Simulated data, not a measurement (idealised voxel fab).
process module | voxel trench capacitor
cross-section cut | 220 nm wide | cells 5 nm
A cross-section is a grid of square cells, given in bands from the top down. A band is one or more rows of cells.
Each band's line starts with the height of the band's top and of its bottom, in nm. Then come its materials from left to right, each with its width in nm. One material with "throughout" fills the band from edge to edge. "air" is empty space.
Height 0 is the level under which the wafer as received is all one material. The lowest band goes on downwards, as in "0 down".
A width such as "30 to 40" changes by the same amount from each row of cells to the next, from the band's top row to its bottom row.
"no change" after a step means that no cell of the cross-section changed.
closed voids: empty space of 8 cells or more with no open way to the top, each as width x height at its distance from the left edge, in nm
after a step's settings: what the simulator itself notes on the step
overlay nm, on a step with a mask: how far to the right of its planned place the mask lay; to the left if negative
plan
1 op RECEIVE | material Si
2 op CONFORMAL_DEP | material SiN | thk nm 10
3 op DIRECTIONAL_DEP | material aC | thk nm 15
4 op PATTERN | tone open | mask id TRENCH | material resist | width nm 20 | pitch nm 50 | thk nm 30 | overlay nm 0
5 op DIRECTIONAL_ETCH | etch materials aC | depth nm 15
6 op STRIP | etch materials resist
7 op DIRECTIONAL_ETCH | etch materials SiN | depth nm 10
8 op DIRECTIONAL_ETCH | etch materials Si | depth nm 30
9 op STRIP | etch materials aC
10 op CONFORMAL_DEP | material Al2O3 | thk nm 5
11 op FILL_DEP | material polySi | thk nm 5
12 op CMP | height nm 10
first wafer, as planned
as received, after step 1
  0 down: Si throughout
  closed voids: none
after step 2
  10 to 0: SiN throughout
  below 0: unchanged
after step 3
  25 to 10: aC throughout
  below 10: unchanged
after step 4
  55 to 25: resist 75 | air 20 | resist 30 | air 20 | resist 75
  below 25: unchanged
after step 5
  40 to 25: resist 75 | air 20 | resist 30 | air 20 | resist 75
  25 to 10: aC 75 | air 20 | aC 30 | air 20 | aC 75
  below 10: unchanged
after step 6
  25 to 10: aC 75 | air 20 | aC 30 | air 20 | aC 75
  below 10: unchanged
after step 7
  25 to 10: aC 75 | air 20 | aC 30 | air 20 | aC 75
  10 to 0: SiN 75 | air 20 | SiN 30 | air 20 | SiN 75
  below 0: unchanged
after step 8
  25 to 10: aC 75 | air 20 | aC 30 | air 20 | aC 75
  10 to 0: SiN 75 | air 20 | SiN 30 | air 20 | SiN 75
  0 to -30: Si 75 | air 20 | Si 30 | air 20 | Si 75
  below -30: unchanged
after step 9
  10 to 0: SiN 75 | air 20 | SiN 30 | air 20 | SiN 75
  below 0: unchanged
after step 10
  15 to 10: Al2O3 80 | air 10 | Al2O3 40 | air 10 | Al2O3 80
  10 to 0: SiN 75 | Al2O3 5 | air 10 | Al2O3 5 | SiN 30 | Al2O3 5 | air 10 | Al2O3 5 | SiN 75
  0 to -25: Si 75 | Al2O3 5 | air 10 | Al2O3 5 | Si 30 | Al2O3 5 | air 10 | Al2O3 5 | Si 75
  -25 to -30: Si 75 | Al2O3 20 | Si 30 | Al2O3 20 | Si 75
  below -30: unchanged
after step 11
  20 to 15: polySi throughout
  15 to 10: Al2O3 80 | polySi 10 | Al2O3 40 | polySi 10 | Al2O3 80
  10 to 0: SiN 75 | Al2O3 5 | polySi 10 | Al2O3 5 | SiN 30 | Al2O3 5 | polySi 10 | Al2O3 5 | SiN 75
  0 to -25: Si 75 | Al2O3 5 | polySi 10 | Al2O3 5 | Si 30 | Al2O3 5 | polySi 10 | Al2O3 5 | Si 75
  below -25: unchanged
after step 12
  10 to 0: SiN 75 | Al2O3 5 | polySi 10 | Al2O3 5 | SiN 30 | Al2O3 5 | polySi 10 | Al2O3 5 | SiN 75
  below 0: unchanged
second wafer: like start, like plan, one mistake. Through step 3 it matches the first wafer
when step 4 should have ended
  55 to 25: air 75 | resist 20 | air 30 | resist 20 | air 75
  below 25: unchanged
when step 5 should have ended
  40 to 25: air 75 | resist 20 | air 30 | resist 20 | air 75
  25 to 10: air 75 | aC 20 | air 30 | aC 20 | air 75
  below 10: unchanged
when step 6 should have ended
  25 to 10: air 75 | aC 20 | air 30 | aC 20 | air 75
  below 10: unchanged
when step 7 should have ended
  25 to 10: air 75 | aC 20 | air 30 | aC 20 | air 75
  10 to 0: air 75 | SiN 20 | air 30 | SiN 20 | air 75
  below 0: unchanged
when step 8 should have ended
  25 to 10: air 75 | aC 20 | air 30 | aC 20 | air 75
  10 to 0: air 75 | SiN 20 | air 30 | SiN 20 | air 75
  0 to -30: air 75 | Si 20 | air 30 | Si 20 | air 75
  below -30: unchanged
when step 9 should have ended
  10 to 0: air 75 | SiN 20 | air 30 | SiN 20 | air 75
  below 0: unchanged
when step 10 should have ended
  15 to 10: air 70 | Al2O3 30 | air 20 | Al2O3 30 | air 70
  10 to 0: air 70 | Al2O3 5 | SiN 20 | Al2O3 5 | air 20 | Al2O3 5 | SiN 20 | Al2O3 5 | air 70
  0 to -25: air 70 | Al2O3 5 | Si 20 | Al2O3 5 | air 20 | Al2O3 5 | Si 20 | Al2O3 5 | air 70
  -25 to -30: Al2O3 75 | Si 20 | Al2O3 30 | Si 20 | Al2O3 75
  below -30: unchanged
when step 11 should have ended
  20 to 15: polySi throughout
  15 to 10: polySi 70 | Al2O3 30 | polySi 20 | Al2O3 30 | polySi 70
  10 to 0: polySi 70 | Al2O3 5 | SiN 20 | Al2O3 5 | polySi 20 | Al2O3 5 | SiN 20 | Al2O3 5 | polySi 70
  0 to -25: polySi 70 | Al2O3 5 | Si 20 | Al2O3 5 | polySi 20 | Al2O3 5 | Si 20 | Al2O3 5 | polySi 70
  below -25: unchanged
when step 12 should have ended
  10 to 0: polySi 70 | Al2O3 5 | SiN 20 | Al2O3 5 | polySi 20 | Al2O3 5 | SiN 20 | Al2O3 5 | polySi 70
  below 0: unchanged
what went wrong: step 4 ran as: op PATTERN | tone cover | mask id TRENCH | material resist | width nm 20 | pitch nm 50 | thk nm 30 | overlay nm 0
at the end the second wafer has, in cells: 28 more of Al2O3 | 168 fewer of Si | 56 fewer of SiN | 196 more of polySi
